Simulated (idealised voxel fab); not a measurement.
Documented hereafter: the process module known as voxel fin reveal.
Section cut is 200 nm wide and gridded with 5 nm square cells.
Heads up, the way a cross-section reads in here is a grid of square cells, handed over as bands from the top down, with every band being one or more rows of cells. Band: top and bottom heights (nm) first, top before bottom; then materials from left to right, widths in nm. "everywhere" marks a sole material filling the band edge to edge. "air" denotes empty space. The level at which height equals 0 is the one under which the wafer, as it arrives, is entirely one material. No lower edge exists for the bottom band, which continues downward and is notated as in "0..down". The notation "30 to 40" denotes a width that varies across the rows of cells in the band, beginning at the first number in the top row, finishing at the second number in the bottom row, and changing by an identical amount from each row to the next. "no change" for a step: no cell of the cross-section changed in that step. You'll see "Closed-off voids" listing empty spaces that have no way open to the top, as long as they're 8 cells or more; the notation is width x height at distance, where the distance is from the left edge, and all of it is in nm. Text after the settings on a step's line: the simulator's own remark on that step. The "overlay nm" setting may appear on a step's line; for a step that uses a mask, it gives how far to the right of its planned position the mask lay, and a negative value indicates the left.
[Process steps (planned)]
step 1: RECEIVE [material Si]
step 2: CONFORMAL_DEP [material SiN] [thk nm 5]
step 3: PATTERN [tone cover] [mask id FINS] [material resist] [width nm 15] [pitch nm 45] [thk nm 20] [overlay nm 0]
step 4: DIRECTIONAL_ETCH [etch materials SiN] [depth nm 5]
step 5: DIRECTIONAL_ETCH [etch materials Si] [depth nm 40]
step 6: STRIP [etch materials resist]
step 7: OXIDIZE [depth nm 5]
step 8: FILL_DEP [material SiO2] [thk nm 5]
step 9: CMP [height nm 5]
step 10: SELECTIVE_ETCH [etch materials SiO2] [depth nm 35]
step 11: STRIP [etch materials SiN]
[Cross-section of the wafer as it came to us, i.e., already through step 1]
> 0..down | Si everywhere
> Closed-off voids: none
[Here's the cross-section of the first of our two wafers at the end of the module - it ran as planned]
> 0..-30 | 50 air | 5 Si | 40 air | 5 Si | 40 air | 5 Si | 55 air
> -30..-45 | 50 SiO2 | 5 Si | 40 SiO2 | 5 Si | 40 SiO2 | 5 Si | 55 SiO2
> -45..down | Si everywhere
> Closed-off voids: none
[End of module, second wafer, cross-section. Started like the first, planned like the first, run with one mistake]
> 0..-30 | 50 air | 10 Si | 35 air | 10 Si | 35 air | 10 Si | 50 air
> -30..-45 | 50 SiO2 | 10 Si | 35 SiO2 | 10 Si | 35 SiO2 | 10 Si | 50 SiO2
> -45..down | Si everywhere
> Closed-off voids: none
Short version of what went wrong: step 3 changed vs plan, executed as PATTERN [tone cover] [mask id FINS] [material resist] [width nm 20] [pitch nm 45] [thk nm 20] [overlay nm 0]
Once processing is complete, comparing cell counts shows that the second wafer has more or fewer of certain materials than the first: Si: 27 more, SiO2: 9 fewer
